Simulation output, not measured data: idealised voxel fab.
Process module name: voxel fin reveal
Section cut is 175 nm wide and gridded with 5 nm square cells.
Just so we're on the same page, the cross-sections are grids of square cells, and they're listed out in bands top to bottom, each band one or more rows deep. Band entry format. Leading values: height of top, height of bottom, nm. Remainder: materials in left-to-right order, each with its width in nm. Special words: "everywhere" on a single material, which then fills the band edge to edge; "blank", empty space. Counting heights begins at 0, where everything beneath is, in the wafer as received, one material. The lowest band has no bottom; it goes on downwards, as "0 -> down" shows. Read "30 to 40" as a graded width: first number on top, second number at the bottom, same change between each pair of neighbouring rows. "everything unchanged" for a step: no cell of the cross-section changed in that step. In "Closed empty spaces" the enclosed voids are listed, meaning empty spaces of 8 cells or larger without any opening to the top. The form is width x height at distance, distance from the left edge, units nm. Heads up: the bit after the settings on a step's line is the simulator's remark on that step. On any step carrying a mask, the "overlay nm" setting, if present on the step's line, tells how far right of its planned place the mask lay; negative values point to the left.

Below is the list of planned process steps:
- 1: RECEIVE with material Si
- 2: CONFORMAL_DEP with material SiN, thk nm 5
- 3: MASKED_ETCH with tone cover, mask id FINS, width nm 15, pitch nm 40, etch materials SiN, depth nm 5, overlay nm 0
- 4: MASKED_ETCH with tone cover, mask id FINS, width nm 15, pitch nm 40, etch materials Si, depth nm 35, overlay nm 0
- 5: FILL_DEP with material SiO2, thk nm 10
- 6: CMP with height nm 5
- 7: SELECTIVE_ETCH with etch materials SiO2, depth nm 20
- 8: STRIP with etch materials SiN

First wafer out of two, processed as planned:

So this is the incoming wafer in cross-section - it's already been through step 1:
  0 -> down = Si everywhere
  Closed empty spaces: none

Step 2 complete: cross-section through the wafer:
  5 -> 0 = SiN everywhere
  Below 0, no change.

Step 3 complete: cross-section through the wafer:
  5 -> 0 = 40 nm blank, 15 nm SiN, 25 nm blank, 15 nm SiN, 25 nm blank, 15 nm SiN, 40 nm blank
  Below 0, no change.

Step 4 complete: cross-section through the wafer:
  5 -> 0 = 40 nm blank, 15 nm SiN, 25 nm blank, 15 nm SiN, 25 nm blank, 15 nm SiN, 40 nm blank
  0 -> -35 = 40 nm blank, 15 nm Si, 25 nm blank, 15 nm Si, 25 nm blank, 15 nm Si, 40 nm blank
  Below -35, no change.

Step 5 complete: cross-section through the wafer:
  15 -> 5 = SiO2 everywhere
  5 -> 0 = 40 nm SiO2, 15 nm SiN, 25 nm SiO2, 15 nm SiN, 25 nm SiO2, 15 nm SiN, 40 nm SiO2
  0 -> -35 = 40 nm SiO2, 15 nm Si, 25 nm SiO2, 15 nm Si, 25 nm SiO2, 15 nm Si, 40 nm SiO2
  Below -35, no change.

Step 6 complete: cross-section through the wafer:
  5 -> 0 = 40 nm SiO2, 15 nm SiN, 25 nm SiO2, 15 nm SiN, 25 nm SiO2, 15 nm SiN, 40 nm SiO2
  Below 0, no change.

Step 7 complete: cross-section through the wafer:
  5 -> 0 = 40 nm blank, 15 nm SiN, 25 nm blank, 15 nm SiN, 25 nm blank, 15 nm SiN, 40 nm blank
  0 -> -15 = 40 nm blank, 15 nm Si, 25 nm blank, 15 nm Si, 25 nm blank, 15 nm Si, 40 nm blank
  Below -15, no change.

Step 8 complete: cross-section through the wafer:
  0 -> -15 = 40 nm blank, 15 nm Si, 25 nm blank, 15 nm Si, 25 nm blank, 15 nm Si, 40 nm blank
  Below -15, no change.

Second of two: same start, same plan, one run error; steps up to and including 7 match the first:

Second wafer, sectioned view, at step 8's planned end time:
  5 -> 0 = 40 nm blank, 15 nm SiN, 25 nm blank, 15 nm SiN, 25 nm blank, 15 nm SiN, 40 nm blank
  0 -> -35 = 40 nm blank, 15 nm Si, 25 nm blank, 15 nm Si, 25 nm blank, 15 nm Si, 40 nm blank
  Below -35, no change.
Heads up, the wafer didn't run the way we planned it: rather than as planned, step 8 actually ran as STRIP with etch materials SiO2
The second wafer ends with more or fewer cells of some materials than the first, per final count: SiN: 9 more, SiO2: 104 fewer
